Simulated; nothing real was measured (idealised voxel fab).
Presented below is a process module, voxel local oxidation.
Xsec cut, 240 nm wide, square cell size 5 nm.
Bands, listed from the top down, are how a cross-section gets written in this document; the cross-section itself is a grid of square cells, and a band is one or more rows of them. Look at the band entry: it leads with the top's height and the bottom's height in nm. Then it lists the materials left to right, with a width in nm for each. The word "throughout" on a single material says that material fills the band edge to edge. The word "empty" is empty space. Height datum 0, below which the as-received substrate wafer is one material. Lowest band open at the bottom, running downward: "0 and below". So if you see something like "30..40" for the width, read it as the top row of the band sitting at the first number and the bottom row at the second, with every row in between moving by the same amount as the last. Key: "identical to before" - step with no changed cell in the cross-section. Enclosed voids (no open way to top), threshold 8 cells or more, entry "Enclosed empty spaces", notation width x height at distance, distance from left edge, nm. Where a step's line continues beyond its settings, the continuation is a remark by the simulator itself on that step. overlay nm: how far to the right of its planned place the mask lay on this masked step (negative: to the left).

## List of planned process steps
1 RECEIVE,material Si
2 CONFORMAL_DEP,material SiO2,thk nm 5
3 CONFORMAL_DEP,material SiN,thk nm 10
4 DIRECTIONAL_DEP,material aC,thk nm 15
5 PATTERN,tone cover,mask id ACTIVE,material resist,width nm 90,thk nm 35,overlay nm 0
6 DIRECTIONAL_ETCH,etch materials aC,depth nm 15
7 STRIP,etch materials resist
8 DIRECTIONAL_ETCH,etch materials SiN,depth nm 10
9 STRIP,etch materials aC
10 SELECTIVE_ETCH,etch materials SiO2,depth nm 5
11 OXIDIZE,depth nm 15
12 STRIP,etch materials SiN

## What follows covers the first of two wafers; it ran as planned

## as received, after step 1
	0 and below | Si throughout
	Enclosed empty spaces: none

## Cross-section of the wafer after step 2
	5 down to 0 | SiO2 throughout
	Below 0, no change.

## Cross-section of the wafer after step 3
	15 down to 5 | SiN throughout
	Below 5, no change.

## Cross-section of the wafer after step 4
	30 down to 15 | aC throughout
	Below 15, no change.

## Cross-section of the wafer after step 5
	65 down to 30 | empty: 75, then resist: 90, then empty: 75
	Below 30, no change.

## Cross-section of the wafer after step 6
	50 down to 30 | empty: 75, then resist: 90, then empty: 75
	30 down to 15 | empty: 75, then aC: 90, then empty: 75
	Below 15, no change.

## Cross-section of the wafer after step 7
	30 down to 15 | empty: 75, then aC: 90, then empty: 75
	Below 15, no change.

## Cross-section of the wafer after step 8
	30 down to 15 | empty: 75, then aC: 90, then empty: 75
	15 down to 5 | empty: 75, then SiN: 90, then empty: 75
	Below 5, no change.

## Cross-section of the wafer after step 9
	15 down to 5 | empty: 75, then SiN: 90, then empty: 75
	Below 5, no change.

## Cross-section of the wafer after step 10
	15 down to 5 | empty: 75, then SiN: 90, then empty: 75
	5 down to 0 | empty: 80, then SiO2: 80, then empty: 80
	Below 0, no change.

## Cross-section of the wafer after step 11
	15 down to 5 | empty: 75, then SiN: 90, then empty: 75
	5 down to 0 | empty: 80, then SiO2: 80, then empty: 80
	0 down to -15 | SiO2: 95, then Si: 50, then SiO2: 95
	Below -15, no change.

## Cross-section of the wafer after step 12
	5 down to 0 | empty: 80, then SiO2: 80, then empty: 80
	Below 0, no change.

## Notes, second wafer: start = first wafer's, plan = first wafer's, execution had one mistake; history identical to first through step 4

## Second wafer shown in cross-section at the time step 5 was slated to end
	65 down to 30 | empty: 70, then resist: 100, then empty: 70
	Below 30, no change.

## Second wafer shown in cross-section at the time step 6 was slated to end
	50 down to 30 | empty: 70, then resist: 100, then empty: 70
	30 down to 15 | empty: 70, then aC: 100, then empty: 70
	Below 15, no change.

## Second wafer shown in cross-section at the time step 7 was slated to end
	30 down to 15 | empty: 70, then aC: 100, then empty: 70
	Below 15, no change.

## Second wafer shown in cross-section at the time step 8 was slated to end
	30 down to 15 | empty: 70, then aC: 100, then empty: 70
	15 down to 5 | empty: 70, then SiN: 100, then empty: 70
	Below 5, no change.

## Second wafer shown in cross-section at the time step 9 was slated to end
	15 down to 5 | empty: 70, then SiN: 100, then empty: 70
	Below 5, no change.

## Second wafer shown in cross-section at the time step 10 was slated to end
	15 down to 5 | empty: 70, then SiN: 100, then empty: 70
	5 down to 0 | empty: 75, then SiO2: 90, then empty: 75
	Below 0, no change.

## Second wafer shown in cross-section at the time step 11 was slated to end
	15 down to 5 | empty: 70, then SiN: 100, then empty: 70
	5 down to 0 | empty: 75, then SiO2: 90, then empty: 75
	0 down to -15 | SiO2: 90, then Si: 60, then SiO2: 90
	Below -15, no change.

## Second wafer shown in cross-section at the time step 12 was slated to end
	5 down to 0 | empty: 75, then SiO2: 90, then empty: 75
	Below 0, no change.
In executing the process, a mistake was made relative to the plan: step 5 deviated from plan and actually ran as PATTERN,tone cover,mask id ACTIVE,material resist,width nm 100,thk nm 35,overlay nm 0
Wrapping up, a cell-based count of both wafers puts the second over or under the first for these materials: Si +6; SiO2 -4
